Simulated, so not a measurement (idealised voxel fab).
You're looking at the process module voxel trench capacitor.
Section cut is 140 nm wide and gridded with 5 nm square cells.
A cross-section in this document is a grid of square cells, and it is written down as bands, the top band listed before the ones below it; a band is made up of one or more rows of cells.
The entry gives the band's vertical extent as a top height and a bottom height in nm, then its horizontal make-up as materials from left to right, each with a width in nm. "blank" stands for empty space; a single material marked "full width" fills the band edge to edge.
Height datum 0, below which the as-received substrate wafer is one material. Lowest band open at the bottom, running downward: "0 down".
Quick explanation for "30->40": the width changes in equal steps down the rows of cells, from the first number in the band's top row to the second number in its bottom row.
It should be understood that the words "nothing changed", when stated for a given step, signify that the cross-section underwent no change in any of its cells during that step.
Entry "Tabulated closed voids" = empty spaces >= 8 cells with no open way to the top; each as width x height at distance, distance from left edge, all nm.
On each step's line, the part that comes after the settings is the simulator's own comment on the step.
On any step carrying a mask, the "overlay nm" setting, if present on the step's line, tells how far right of its planned place the mask lay; negative values point to the left.

Planned process steps:
- 1: RECEIVE [material Si]
- 2: CONFORMAL_DEP [material SiN] [thk nm 10]
- 3: PATTERN [tone open] [mask id TRENCH] [material resist] [width nm 30] [pitch nm 55] [thk nm 20] [overlay nm 0]
- 4: DIRECTIONAL_ETCH [etch materials SiN] [depth nm 10]
- 5: DIRECTIONAL_ETCH [etch materials Si] [depth nm 35]
- 6: STRIP [etch materials resist]
- 7: CONFORMAL_DEP [material HfO2] [thk nm 5]
- 8: CONFORMAL_DEP [material TiN] [thk nm 5]
- 9: FILL_DEP [material W] [thk nm 10]
- 10: CMP [height nm 10]

Cross-sectional view of the wafer in its as-received condition, corresponding to the state after step 1:
    0 down  Si full width
    Tabulated closed voids: none

Look at the cross-section after the module: the wafer started out the way shown above and the plan was the one shown above, yet one mistake was made along the way:
    10 to 0  SiN 15 / HfO2 5 / TiN 5 / W 10 / TiN 5 / HfO2 5 / SiN 25 / HfO2 5 / TiN 5 / W 10 / TiN 5 / HfO2 5 / SiN 40
    0 to -25  Si 15 / HfO2 5 / TiN 5 / W 10 / TiN 5 / HfO2 5 / Si 25 / HfO2 5 / TiN 5 / W 10 / TiN 5 / HfO2 5 / Si 40
    -25 to -30  Si 15 / HfO2 5 / TiN 20 / HfO2 5 / Si 25 / HfO2 5 / TiN 20 / HfO2 5 / Si 40
    -30 to -35  Si 15 / HfO2 30 / Si 25 / HfO2 30 / Si 40
    -35 down  Si full width
    Tabulated closed voids: none
So what did we get wrong on this run? step 3 went in with a setting other than planned; the actual run was PATTERN [tone open] [mask id TRENCH] [material resist] [width nm 30] [pitch nm 55] [thk nm 20] [overlay nm -10]
